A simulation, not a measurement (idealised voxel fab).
Process module under the name voxel self aligned contacts
Each square cell in cross-section cut measures 5 nm, and the section as a whole is 205 nm wide.
We lay out every cross-section as a grid of square cells and spell it out in bands from the top down, where one band means one or more rows of cells.
This entry defines a band. It first specifies the height of the band's top and the height of its bottom in nm, and then specifies the band's materials from left to right, stating each material with its width in nm. The word "throughout" identifies a single material that fills the band from edge to edge, while the word "air" identifies empty space.
Zero point of the height axis is 0; under it, received wafer = one material. Lowest band: continues down indefinitely, "top 0, no bottom".
Think of "30->40" as a width that walks from the first number to the second as you go down the band, top row to bottom row, taking equal-sized steps from row to row.
Take "all unchanged" at face value: in the step it is given for, the cross-section changed in none of its cells.
The entry titled "Closed void listing" provides the empty spaces that have no open way to the top, restricted to those of 8 cells or more. Each is presented as width x height at distance, the distance being measured from the left edge, with all three in nm.
Formally, on a step line, whatever follows the settings is a remark that the simulator itself makes on the step.
overlay nm: for a step with a mask, the amount by which the mask lay right of where it was planned; a negative amount means left of it.
-- These are the steps we planned for the process
1 RECEIVE, material Si
2 CONFORMAL_DEP, material SiO2, thk nm 5
3 DIRECTIONAL_DEP, material polySi, thk nm 25
4 DIRECTIONAL_DEP, material SiN, thk nm 20
5 MASKED_ETCH, tone cover, mask id GATE, width nm 25, pitch nm 60, etch materials SiN, depth nm 20, overlay nm 0
6 MASKED_ETCH, tone cover, mask id GATE, width nm 25, pitch nm 60, etch materials polySi, depth nm 25, overlay nm 0
7 CONFORMAL_DEP, material SiN, thk nm 10
8 DIRECTIONAL_ETCH, etch materials SiN, depth nm 10
9 FILL_DEP, material SiO2, thk nm 10
10 CMP, height nm 55
11 DIRECTIONAL_DEP, material aC, thk nm 10
12 PATTERN, tone open, mask id CONTACT, material resist, width nm 35, pitch nm 60, thk nm 30, overlay nm 0
13 DIRECTIONAL_ETCH, etch materials aC, depth nm 10
14 STRIP, etch materials resist
15 DIRECTIONAL_ETCH, etch materials SiO2, depth nm 55
16 STRIP, etch materials aC
17 CONFORMAL_DEP, material TiN, thk nm 5
18 FILL_DEP, material Ru, thk nm 5
19 CMP, height nm 55
20 CONFORMAL_DEP, material SiN, thk nm 5
Every wafer here starts from the same state; it is the step 12 width nm that distinguishes them, and the value the plan gives belongs to the first wafer.
-- Received condition of the first of several wafers, sectioned: post-step 1
> top 0, no bottom = Si throughout
> Closed void listing: none
-- Take any row and you have a wafer at the end of the module: how many cells of each material it has gained (+) or lost (-) since it was received, and then its closed voids
width nm 35 | +20 Ru | +209 SiN | +134 SiO2 | +54 TiN | +75 polySi | Closed void listing: none
width nm 40 | +20 Ru | +209 SiN | +132 SiO2 | +56 TiN | +75 polySi | Closed void listing: none
width nm 45 | +20 Ru | +209 SiN | +130 SiO2 | +58 TiN | +75 polySi | Closed void listing: none
